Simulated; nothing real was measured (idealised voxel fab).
The following process module bears the name voxel trench capacitor.
The cross-section shown here is cut; it is 170 nm wide and divided into square cells measuring 5 nm on a side.
Just so we're on the same page, the cross-sections are grids of square cells, and they're listed out in bands top to bottom, each band one or more rows deep.
For a band, the entry starts with two heights in nm, that of the top and then that of the bottom, and carries on with the band's materials in order from left to right, each alongside its width in nm; the word "everywhere" beside a single material means it fills the band edge to edge, and "blank" means empty space.
Counting heights begins at 0, where everything beneath is, in the wafer as received, one material. The lowest band has no bottom; it goes on downwards, as "0 and below" shows.
When a width is written as two numbers, as in "30..40", the first number is the width in the top row of cells of the band and the second is the width in its bottom row, and the width changes by the same amount from each row to the next.
"nothing was modified" for a step: no cell of the cross-section changed in that step.
Basically, "Entrapped voids" tells you about the enclosed voids: empty spaces with no open way to the top, 8 cells or bigger, each written width x height at distance, where distance is from the left edge, all in nm.
Whatever follows a step's settings on its line is a remark the simulator itself makes about that step.
overlay nm: mask right of planned place by this much (step with mask). Neg. = left.

[List of planned process steps]
1 RECEIVE, material Si
2 CONFORMAL_DEP, material SiN, thk nm 10
3 DIRECTIONAL_DEP, material aC, thk nm 15
4 PATTERN, tone open, mask id TRENCH, material resist, width nm 25, pitch nm 45, thk nm 35, overlay nm 0
5 DIRECTIONAL_ETCH, etch materials aC, depth nm 15
6 STRIP, etch materials resist
7 DIRECTIONAL_ETCH, etch materials SiN, depth nm 10
8 DIRECTIONAL_ETCH, etch materials Si, depth nm 40
9 STRIP, etch materials aC
10 CONFORMAL_DEP, material Al2O3, thk nm 5
11 CONFORMAL_DEP, material TiN, thk nm 5
12 FILL_DEP, material W, thk nm 5
13 CMP, height nm 10

[As received (post step 1): cross-section]
- 0 and below = Si everywhere
- Entrapped voids: none

[The first of two wafers, cross-sectioned at the end of the module, with the run proceeding as planned]
- 10 down to 0 = SiN: 25, then Al2O3: 5, then TiN: 5, then W: 5, then TiN: 5, then Al2O3: 5, then SiN: 20, then Al2O3: 5, then TiN: 5, then W: 5, then TiN: 5, then Al2O3: 5, then SiN: 20, then Al2O3: 5, then TiN: 5, then W: 5, then TiN: 5, then Al2O3: 5, then SiN: 30
- 0 down to -30 = Si: 25, then Al2O3: 5, then TiN: 5, then W: 5, then TiN: 5, then Al2O3: 5, then Si: 20, then Al2O3: 5, then TiN: 5, then W: 5, then TiN: 5, then Al2O3: 5, then Si: 20, then Al2O3: 5, then TiN: 5, then W: 5, then TiN: 5, then Al2O3: 5, then Si: 30
- -30 down to -35 = Si: 25, then Al2O3: 5, then TiN: 15, then Al2O3: 5, then Si: 20, then Al2O3: 5, then TiN: 15, then Al2O3: 5, then Si: 20, then Al2O3: 5, then TiN: 15, then Al2O3: 5, then Si: 30
- -35 down to -40 = Si: 25, then Al2O3: 25, then Si: 20, then Al2O3: 25, then Si: 20, then Al2O3: 25, then Si: 30
- -40 and below = Si everywhere
- Entrapped voids: none

[Second wafer cross-section at end of module - shared start and plan with the first, one mistake in the run]
- 10 down to 0 = SiN: 25, then Al2O3: 5, then TiN: 5, then W: 5, then TiN: 5, then Al2O3: 5, then SiN: 20, then Al2O3: 5, then TiN: 5, then W: 5, then TiN: 5, then Al2O3: 5, then SiN: 20, then Al2O3: 5, then TiN: 5, then W: 5, then TiN: 5, then Al2O3: 5, then SiN: 30
- 0 down to -70 = Si: 25, then Al2O3: 5, then TiN: 5, then W: 5, then TiN: 5, then Al2O3: 5, then Si: 20, then Al2O3: 5, then TiN: 5, then W: 5, then TiN: 5, then Al2O3: 5, then Si: 20, then Al2O3: 5, then TiN: 5, then W: 5, then TiN: 5, then Al2O3: 5, then Si: 30
- -70 down to -75 = Si: 25, then Al2O3: 5, then TiN: 15, then Al2O3: 5, then Si: 20, then Al2O3: 5, then TiN: 15, then Al2O3: 5, then Si: 20, then Al2O3: 5, then TiN: 15, then Al2O3: 5, then Si: 30
- -75 down to -80 = Si: 25, then Al2O3: 25, then Si: 20, then Al2O3: 25, then Si: 20, then Al2O3: 25, then Si: 30
- -80 and below = Si everywhere
- Entrapped voids: none
It is concluded that the wafer was processed incorrectly with respect to the plan, in that twice over, step 8 of the plan was run
Final wafer comparison in cells, second versus first, more or fewer per material: 48 more of Al2O3 | 120 fewer of Si | 48 more of TiN | 24 more of W
